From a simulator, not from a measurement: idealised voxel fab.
The following is a process module called voxel ribs on slabs.
240 nm wide, 5 nm square cells: that's cross-section cut.
For the purposes of this document, a cross-section shall be understood as a grid of square cells, specified as bands listed in top-to-bottom order, each band consisting of one or more rows of cells. This entry defines a band. It first specifies the height of the band's top and the height of its bottom in nm, and then specifies the band's materials from left to right, stating each material with its width in nm. The word "edge to edge" identifies a single material that fills the band from edge to edge, while the word "empty" identifies empty space. For the purposes of this specification, 0 denotes the height below which the wafer in its as-received condition is composed wholly of one material, and the lowermost band, lacking a lower limit, extends downward without end, as expressed in "0 and below". Per-row width for "30..40": begins at first number (top row of band), ends at second number (bottom row), increment between rows held constant. Where a step carries "stayed the same", the cross-section came out of it unchanged, cell for cell. Heads up: "Sealed void listing" only lists the empty pockets with no open path to the top that are 8 cells or more, and it writes them as width x height at distance, distance from the left edge, in nm. after a step's settings: what the simulator itself notes on the step. "overlay nm" denotes, for a step that has a mask, the displacement of the mask to the right of its planned place, with negative values corresponding to the left.
-- Set out below are the planned steps of the process
1 RECEIVE: material Si
2 DIRECTIONAL_DEP: material SiO2, thk nm 30
3 DIRECTIONAL_DEP: material SiN, thk nm 20
4 MASKED_ETCH: tone cover, mask id RIB, width nm 25, etch materials SiN, depth nm 5, overlay nm 0
5 PATTERN: tone cover, mask id SLAB, material resist, width nm 65, thk nm 20, overlay nm 0
6 DIRECTIONAL_ETCH: etch materials SiN, depth nm 15
7 STRIP: etch materials resist
8 FILL_DEP: material SiO2, thk nm 15
9 CMP: height nm 60
10 DIRECTIONAL_DEP: material TiN, thk nm 5
11 DIRECTIONAL_DEP: material aC, thk nm 10
12 PATTERN: tone cover, mask id HEATER, material resist, width nm 35, thk nm 25, overlay nm 0
13 DIRECTIONAL_ETCH: etch materials aC, depth nm 10
14 STRIP: etch materials resist
15 DIRECTIONAL_ETCH: etch materials TiN, depth nm 5
16 STRIP: etch materials aC
17 CONFORMAL_DEP: material SiO2, thk nm 10
-- Step 1 complete: cross-section of the wafer as received
  0 and below: Si edge to edge
  Sealed void listing: none
-- The first of two wafers, cross-sectioned at the end of the module, with the run proceeding as planned
  75 down to 70: empty (90); SiO2 (55); empty (95)
  70 down to 65: SiO2 edge to edge
  65 down to 60: SiO2 (100); TiN (35); SiO2 (105)
  60 down to 50: SiO2 edge to edge
  50 down to 45: SiO2 (105); SiN (25); SiO2 (110)
  45 down to 30: SiO2 (85); SiN (65); SiO2 (90)
  30 down to 0: SiO2 edge to edge
  0 and below: Si edge to edge
  Sealed void listing: none
-- This cross-section belongs to the second wafer of two at the end of the module; the start and the plan were shared with the first, and the run included one mistake
  75 down to 70: empty (90); SiO2 (55); empty (95)
  70 down to 65: SiO2 edge to edge
  65 down to 60: SiO2 (100); TiN (35); SiO2 (105)
  60 down to 50: SiO2 (85); SiN (65); SiO2 (90)
  50 down to 30: SiN edge to edge
  30 down to 0: SiO2 edge to edge
  0 and below: Si edge to edge
  Sealed void listing: none
The plan and the run diverged here: yeah, plan step 3 got run twice
Wafer comparison, final, in cells, second relative to first, materials more or fewer: SiN +174; SiO2 -174
